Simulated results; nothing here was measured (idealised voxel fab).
Documented hereafter: the process module known as voxel capacitor over wiring.
Displayed cross-section: cut, width of 220 nm, square cells sized 5 nm.
Think of the cross-section as a grid of square cells. We describe it in bands, top to bottom, and each band covers one or more rows of those cells. Look at the band entry: it leads with the top's height and the bottom's height in nm. Then it lists the materials left to right, with a width in nm for each. The word "edge to edge" on a single material says that material fills the band edge to edge. The word "air" is empty space. Height reference: 0 = level under which incoming wafer is all one material. Lowest band: no bottom, runs on downward, e.g. "0 and below". A width such as "30 to 40" changes by the same amount from each row of cells to the next, from the band's top row to its bottom row. You'll sometimes find "same as before" written for a step, and that's the way of saying that nowhere in the cross-section did a cell change during that step. Entry "Closed-off voids". Content: empty spaces with no open connection to the top, size 8 cells or greater. Each: width x height at distance. Distance: from left edge. Unit: nm. On a step's line, text after the settings is the simulator commenting on that step. overlay nm: step with mask; distance mask lay right of planned place; negative value = left of planned place.
**List of planned process steps**
1) op RECEIVE | material Si
2) op CONFORMAL_DEP | material SiO2 | thk nm 10
3) op DIRECTIONAL_DEP | material TiN | thk nm 5
4) op DIRECTIONAL_DEP | material W | thk nm 20
5) op MASKED_ETCH | tone cover | mask id METAL_1 | width nm 30 | pitch nm 100 | etch materials W | depth nm 20 | overlay nm 0
6) op MASKED_ETCH | tone cover | mask id METAL_1 | width nm 30 | pitch nm 100 | etch materials TiN | depth nm 5 | overlay nm 0
7) op CONFORMAL_DEP | material SiN | thk nm 5
8) op FILL_DEP | material lowk | thk nm 10
9) op CMP | height nm 35
10) op CONFORMAL_DEP | material SiCN | thk nm 5
11) op DIRECTIONAL_DEP | material lowk | thk nm 15
12) op PATTERN | tone open | mask id PLUG_1 | material resist | width nm 15 | thk nm 15 | overlay nm 0
13) op DIRECTIONAL_ETCH | etch materials lowk | depth nm 15
14) op DIRECTIONAL_ETCH | etch materials SiCN | depth nm 5
15) op STRIP | etch materials resist
16) op EPI | material Ru | thk nm 10
17) op EPI | material Ru | thk nm 10
18) op DIRECTIONAL_DEP | material TiN | thk nm 10
19) op DIRECTIONAL_DEP | material Al2O3 | thk nm 5
20) op DIRECTIONAL_DEP | material TiN | thk nm 5
21) op MASKED_ETCH | tone cover | mask id UPPER_PLATE | width nm 75 | etch materials TiN | depth nm 5 | overlay nm 0
22) op MASKED_ETCH | tone cover | mask id UPPER_PLATE | width nm 75 | etch materials Al2O3 | depth nm 5 | overlay nm 0
23) op MASKED_ETCH | tone cover | mask id LOWER_PLATE | width nm 85 | etch materials TiN | depth nm 10 | overlay nm 0
24) op FILL_DEP | material SiO2 | thk nm 15
25) op CMP | height nm 85
26) op MASKED_ETCH | tone open | mask id PLUG_2 | width nm 15 | etch materials SiO2 | depth nm 10 | overlay nm 0
27) op CONFORMAL_DEP | material TiN | thk nm 5
28) op FILL_DEP | material W | thk nm 10
29) op CMP | height nm 85
30) op CONFORMAL_DEP | material SiN | thk nm 5
**Cross-section of the incoming wafer, state after step 1**
* 0 and below: Si edge to edge
* Closed-off voids: none
**The plan above was carried out on the starting structure above with one mistake, and this cross-section shows the wafer at the end of the module**
* 90 down to 85: SiN edge to edge
* 85 down to 80: 70 of SiO2, 5 of TiN, 5 of W, 5 of TiN, 135 of SiO2
* 80 down to 70: 70 to 60 of SiO2, 15 to 75 of TiN, 135 to 85 of SiO2
* 70 down to 65: 60 of SiO2, 75 of Al2O3, 85 of SiO2
* 65 down to 55: 55 of SiO2, 85 of TiN, 80 of SiO2
* 55 down to 40: 60 of lowk, 15 of Ru, 145 of lowk
* 40 down to 35: 60 of SiCN, 15 of Ru, 145 of SiCN
* 35 down to 20: 40 of lowk, 5 of SiN, 30 of W, 5 of SiN, 60 of lowk, 5 of SiN, 30 of W, 5 of SiN, 40 of lowk
* 20 down to 15: 35 of lowk, 10 of SiN, 30 of W, 10 of SiN, 50 of lowk, 10 of SiN, 30 of W, 10 of SiN, 35 of lowk
* 15 down to 10: 40 of SiN, 40 of TiN, 60 of SiN, 40 of TiN, 40 of SiN
* 10 down to 0: SiO2 edge to edge
* 0 and below: Si edge to edge
* Closed-off voids: none
Plan not followed: step 6, actual vs plan mismatch, actual run op MASKED_ETCH | tone cover | mask id METAL_1 | width nm 40 | pitch nm 100 | etch materials TiN | depth nm 5 | overlay nm 0
